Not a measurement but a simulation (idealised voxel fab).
Process module heading - voxel ribs on slabs
Square cells of 5 nm make up the cross-section cut, whose width is 250 nm.
Cross-section, as written here: a square-cell grid given band by band from the top down, where a band holds one or more rows of cells. The band entry comprises the height of the band's top followed by the height of its bottom, expressed in nm, and subsequently the band's materials from left to right, each stated together with its width in nm. Where a single material is marked with the word "throughout", that material fills the band from edge to edge. The word "air" represents empty space. Zero point of the height axis is 0; under it, received wafer = one material. Lowest band: continues down indefinitely, "0 down". Width "30->40": first value at the band's top row of cells, second value at its bottom row, equal change from row to row. No cell of the cross-section changed in a step that is given as "no alterations made". The entry "Sealed internal cavities" lists the empty spaces that cover at least 8 cells and have no open path to the top. Each is written as width x height at distance, where the distance is measured from the left edge and all three values are in nm. Step line, after settings: the simulator's comment on this step. Regarding "overlay nm": on a step with a mask, it is the distance the mask lay to the right of its planned place; a negative value places it to the left.
# This section lists the process steps that were planned
1) RECEIVE [material Si]
2) DIRECTIONAL_DEP [material SiO2] [thk nm 20]
3) DIRECTIONAL_DEP [material polySi] [thk nm 15]
4) DIRECTIONAL_DEP [material aC] [thk nm 15]
5) PATTERN [tone cover] [mask id RIB] [material resist] [width nm 25] [thk nm 35] [overlay nm 0]
6) DIRECTIONAL_ETCH [etch materials aC] [depth nm 15]
7) STRIP [etch materials resist]
8) DIRECTIONAL_ETCH [etch materials polySi] [depth nm 10]
9) STRIP [etch materials aC]
10) PATTERN [tone cover] [mask id SLAB] [material resist] [width nm 75] [thk nm 20] [overlay nm 0]
11) DIRECTIONAL_ETCH [etch materials polySi] [depth nm 5]
12) STRIP [etch materials resist]
13) FILL_DEP [material SiO2] [thk nm 15]
14) CMP [height nm 45]
15) DIRECTIONAL_DEP [material W] [thk nm 10]
16) MASKED_ETCH [tone cover] [mask id HEATER] [width nm 35] [etch materials W] [depth nm 10] [overlay nm 0]
17) CONFORMAL_DEP [material SiN] [thk nm 5]
# Concerning the first of two wafers, which was run in accordance with the plan
# This is the cross-section of the wafer as we received it, i.e. after step 1
0 down  Si throughout
Sealed internal cavities: none
# Wafer section view after processing step 2
20 to 0  SiO2 throughout
Below 0, no change.
# Wafer section view after processing step 3
35 to 20  polySi throughout
Below 20, no change.
# Wafer section view after processing step 4
50 to 35  aC throughout
Below 35, no change.
# Wafer section view after processing step 5
85 to 50  110 nm air, 25 nm resist, 115 nm air
Below 50, no change.
# Wafer section view after processing step 6
70 to 50  110 nm air, 25 nm resist, 115 nm air
50 to 35  110 nm air, 25 nm aC, 115 nm air
Below 35, no change.
# Wafer section view after processing step 7
50 to 35  110 nm air, 25 nm aC, 115 nm air
Below 35, no change.
# Wafer section view after processing step 8
50 to 35  110 nm air, 25 nm aC, 115 nm air
35 to 25  110 nm air, 25 nm polySi, 115 nm air
Below 25, no change.
# Wafer section view after processing step 9
35 to 25  110 nm air, 25 nm polySi, 115 nm air
Below 25, no change.
# Wafer section view after processing step 10
55 to 35  85 nm air, 75 nm resist, 90 nm air
35 to 25  85 nm air, 25 nm resist, 25 nm polySi, 25 nm resist, 90 nm air
Below 25, no change.
# Wafer section view after processing step 11
55 to 35  85 nm air, 75 nm resist, 90 nm air
35 to 25  85 nm air, 25 nm resist, 25 nm polySi, 25 nm resist, 90 nm air
25 to 20  85 nm air, 75 nm polySi, 90 nm air
Below 20, no change.
# Wafer section view after processing step 12
35 to 25  110 nm air, 25 nm polySi, 115 nm air
Below 25, no change.
# Wafer section view after processing step 13
50 to 35  SiO2 throughout
35 to 25  110 nm SiO2, 25 nm polySi, 115 nm SiO2
25 to 20  85 nm SiO2, 75 nm polySi, 90 nm SiO2
Below 20, no change.
# Wafer section view after processing step 14
45 to 35  SiO2 throughout
Below 35, no change.
# Wafer section view after processing step 15
55 to 45  W throughout
Below 45, no change.
# Wafer section view after processing step 16
55 to 45  105 nm air, 35 nm W, 110 nm air
Below 45, no change.
# Wafer section view after processing step 17
60 to 55  100 nm air, 45 nm SiN, 105 nm air
55 to 50  100 nm air, 5 nm SiN, 35 nm W, 5 nm SiN, 105 nm air
50 to 45  105 nm SiN, 35 nm W, 110 nm SiN
Below 45, no change.
# Wafer two: like wafer one in start and plan, but with one mistake in execution; identical up to and including step 15
# The second wafer cut through, at the time step 16 was supposed to be finished
55 to 45  105 nm W, 35 nm air, 110 nm W
Below 45, no change.
# The second wafer cut through, at the time step 17 was supposed to be finished
60 to 55  110 nm SiN, 25 nm air, 115 nm SiN
55 to 50  105 nm W, 5 nm SiN, 25 nm air, 5 nm SiN, 110 nm W
50 to 45  105 nm W, 35 nm SiN, 110 nm W
Below 45, no change.
Deviation from plan: step 16 went in with a setting other than planned; the actual run was MASKED_ETCH [tone open] [mask id HEATER] [width nm 35] [etch materials W] [depth nm 10] [overlay nm 0]
The final cell counts differ between the wafers, with the second having more or fewer of some materials than the first: W +72
